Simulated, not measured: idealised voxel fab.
Title: Process Module voxel self aligned vias
The cross-section on display is named cut; it measures 285 nm wide, and its cells are 5 nm squares.
Cross-sections here: square-cell grids, written as top-down lists of bands, a band being one or more rows of cells. Heads up on the band format: heights come first, top then bottom, in nm. After that it's the materials left to right, each with its width in nm. A single material flagged "full width" fills the whole band edge to edge, and "empty" means there's empty space there. Note: height 0 marks the level under which the wafer is uniformly one material as received. Lowest band unbounded below, written "0..down". So if you see something like "30->40" for the width, read it as the top row of the band sitting at the first number and the bottom row at the second, with every row in between moving by the same amount as the last. What does "no change" mean for a step? It means no cell of the cross-section changed in that step. Closed empty spaces (no open way to the top) of 8 cells or more are what "Closed void table" lists, each as width x height at distance from the left edge, nm for all three. On a step's line, text after the settings is the simulator commenting on that step. What "overlay nm" on a step's line means: if the step has a mask, that mask lay this far to the right of its planned place, or, when the value is negative, to the left.

[Listed below are the process steps as planned]
1,RECEIVE (material Si)
2,CONFORMAL_DEP (material SiO2; thk nm 15)
3,CONFORMAL_DEP (material SiCN; thk nm 5)
4,DIRECTIONAL_DEP (material SiO2; thk nm 20)
5,DIRECTIONAL_DEP (material aC; thk nm 15)
6,PATTERN (tone open; mask id LINES; material resist; width nm 20; pitch nm 55; thk nm 30; overlay nm 0)
7,DIRECTIONAL_ETCH (etch materials aC; depth nm 15)
8,STRIP (etch materials resist)
9,DIRECTIONAL_ETCH (etch materials SiO2; depth nm 20)
10,STRIP (etch materials aC)
11,CONFORMAL_DEP (material TiN; thk nm 5)
12,FILL_DEP (material Ru; thk nm 5)
13,CMP (height nm 40)
14,SELECTIVE_ETCH (etch materials W Ru TiN; depth nm 10)
15,FILL_DEP (material SiN; thk nm 10)
16,CMP (height nm 40)
17,DIRECTIONAL_DEP (material SiO2; thk nm 20)
18,PATTERN (tone open; mask id VIAS; material resist; width nm 30; thk nm 15; overlay nm 0)
19,DIRECTIONAL_ETCH (etch materials SiO2; depth nm 20)
20,DIRECTIONAL_ETCH (etch materials SiN; depth nm 10)
21,STRIP (etch materials resist)
22,CONFORMAL_DEP (material TiN; thk nm 5)
23,FILL_DEP (material Cu; thk nm 5)
24,CMP (height nm 60)
25,CONFORMAL_DEP (material SiCN; thk nm 5)

[Cross-section of the incoming wafer, state after step 1]
* 0..down | Si full width
* Closed void table: none

[Figure: cross-sectional view of the wafer upon completion of the module, processed from the initial state and according to the plan depicted above, with one error introduced during execution]
* 65..60 | SiCN full width
* 60..45 | Cu 95 nm; TiN 5 nm; SiO2 30 nm; TiN 5 nm; Cu 150 nm
* 45..40 | TiN 100 nm; SiO2 30 nm; TiN 35 nm; Cu 10 nm; TiN 110 nm
* 40..35 | SiO2 105 nm; SiN 20 nm; SiO2 35 nm; TiN 5 nm; Cu 10 nm; TiN 5 nm; SiO2 105 nm
* 35..30 | SiO2 105 nm; SiN 20 nm; SiO2 35 nm; TiN 20 nm; SiO2 105 nm
* 30..25 | SiO2 105 nm; TiN 5 nm; Ru 10 nm; TiN 5 nm; SiO2 35 nm; TiN 5 nm; Ru 10 nm; TiN 5 nm; SiO2 105 nm
* 25..20 | SiO2 105 nm; TiN 20 nm; SiO2 35 nm; TiN 20 nm; SiO2 105 nm
* 20..15 | SiCN full width
* 15..0 | SiO2 full width
* 0..down | Si full width
* Closed void table: none
Processing error: step 18, actual vs plan mismatch, actual run PATTERN (tone cover; mask id VIAS; material resist; width nm 30; thk nm 15; overlay nm 0)
